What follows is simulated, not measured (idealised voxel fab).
process module | voxel double patterning
cross-section cut | 155 nm wide | cells 5 nm
A cross-section is a grid of square cells, given in bands from the top down. A band is one or more rows of cells.
Each band's line starts with the height of the band's top and of its bottom, in nm. Then come its materials from left to right, each with its width in nm. One material with "throughout" fills the band from edge to edge. "air" is empty space.
Height 0 is the level under which the wafer as received is all one material. The lowest band goes on downwards, as in "0 down".
A width such as "30 to 40" changes by the same amount from each row of cells to the next, from the band's top row to its bottom row.
"no change" after a step means that no cell of the cross-section changed.
closed voids: empty space of 8 cells or more with no open way to the top, each as width x height at its distance from the left edge, in nm
after a step's settings: what the simulator itself notes on the step
overlay nm, on a step with a mask: how far to the right of its planned place the mask lay; to the left if negative
plan
1 op RECEIVE | material Si
2 op CONFORMAL_DEP | material SiO2 | thk nm 10
3 op DIRECTIONAL_DEP | material TiN | thk nm 15
4 op DIRECTIONAL_DEP | material SiCN | thk nm 10
5 op DIRECTIONAL_DEP | material aC | thk nm 15
6 op PATTERN | tone open | mask id FIRST | material resist | width nm 15 | pitch nm 50 | thk nm 35 | overlay nm 0
7 op DIRECTIONAL_ETCH | etch materials aC | depth nm 15
8 op STRIP | etch materials resist
9 op DIRECTIONAL_ETCH | etch materials SiCN | depth nm 10
10 op STRIP | etch materials aC
11 op MASKED_ETCH | tone open | mask id SECOND | width nm 15 | pitch nm 50 | etch materials SiCN | depth nm 10 | overlay nm 0
12 op DIRECTIONAL_ETCH | etch materials TiN | depth nm 15
13 op STRIP | etch materials SiCN
as received, after step 1
  0 down: Si throughout
  closed voids: none
a wafer at the end: this start, this plan, one mistake
  25 to 15: TiN 20 | air 15 | TiN 10 | air 15 | TiN 10 | air 15 | TiN 10 | air 15 | TiN 10 | air 15 | TiN 20
  15 to 10: TiN throughout
  10 to 0: SiO2 throughout
  0 down: Si throughout
  closed voids: none
what went wrong: step 12 ran as: op DIRECTIONAL_ETCH | etch materials TiN | depth nm 10
